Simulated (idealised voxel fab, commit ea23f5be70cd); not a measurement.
The following process module bears the name voxel lift off.
Cross-section cut: width 140 nm, square cells of 5 nm.
Cross-sections here: square-cell grids, written as top-down lists of bands, a band being one or more rows of cells. Read a band's entry like this: the first values are the height of its top and the height of its bottom in nm, and what follows is the sequence of materials from left to right, each with its width in nm. Note that "blank" is empty space, and that a single material marked "full width" reaches across the band from edge to edge. The reference from which all heights are counted is 0, the level beneath which the as-received wafer is entirely one material; the lowest band, having no lower bound, proceeds downward and is written after the example "0 -> down". So if you see something like "30 to 40" for the width, read it as the top row of the band sitting at the first number and the bottom row at the second, with every row in between moving by the same amount as the last. Any step labelled "no alteration" changed none of the cells in the cross-section. Basically, "Closed cavities" tells you about the enclosed voids: empty spaces with no open way to the top, 8 cells or bigger, each written width x height at distance, where distance is from the left edge, all in nm. If you see something after the settings on a step's line, that's the simulator's own remark about that step. If you see "overlay nm" on a step's line and that step has a mask, it's telling you how far right of where it was planned the mask ended up; a negative number means it went left instead.

Process steps - plan:
1,RECEIVE (material Si)
2,CONFORMAL_DEP (material Al2O3; thk nm 10)
3,PATTERN (tone open; mask id LINES; material resist; width nm 15; pitch nm 40; thk nm 20; overlay nm 0)
4,DIRECTIONAL_DEP (material Ru; thk nm 10)
5,STRIP (etch materials resist)
6,CONFORMAL_DEP (material SiO2; thk nm 10)
Heads up: all these wafers start the same, and what changes between them is the width nm in step 3. The value you see in the plan is just what the first wafer got.

Received condition of the first of several wafers, sectioned: post-step 1:
  0 -> down: Si full width
  Closed cavities: none

Cross-section, first of several wafers, end of module, after last step 6:
  30 -> 20: 10 nm blank; 35 nm SiO2; 5 nm blank; 35 nm SiO2; 5 nm blank; 35 nm SiO2; 15 nm blank
  20 -> 10: 20 nm SiO2; 15 nm Ru; 25 nm SiO2; 15 nm Ru; 25 nm SiO2; 15 nm Ru; 25 nm SiO2
  10 -> 0: Al2O3 full width
  0 -> down: Si full width
  Closed cavities: none

Cross-section, module end, final of several wafers:
  30 -> 20: 5 nm blank; 125 nm SiO2; 10 nm blank
  20 -> 10: 15 nm SiO2; 25 nm Ru; 15 nm SiO2; 25 nm Ru; 15 nm SiO2; 25 nm Ru; 20 nm SiO2
  10 -> 0: Al2O3 full width
  0 -> down: Si full width
  Closed cavities: none

Below, a row for every wafer. Read it as the end-of-module picture: for each material the wafer shows its cells gained (+) or lost (-) since it was received, and then its closed voids:
width nm 15 | +56 Al2O3 | +18 Ru | +80 SiO2 | Closed cavities: none
width nm 20 | +56 Al2O3 | +24 Ru | +80 SiO2 | Closed cavities: none
width nm 25 | +56 Al2O3 | +30 Ru | +76 SiO2 | Closed cavities: none
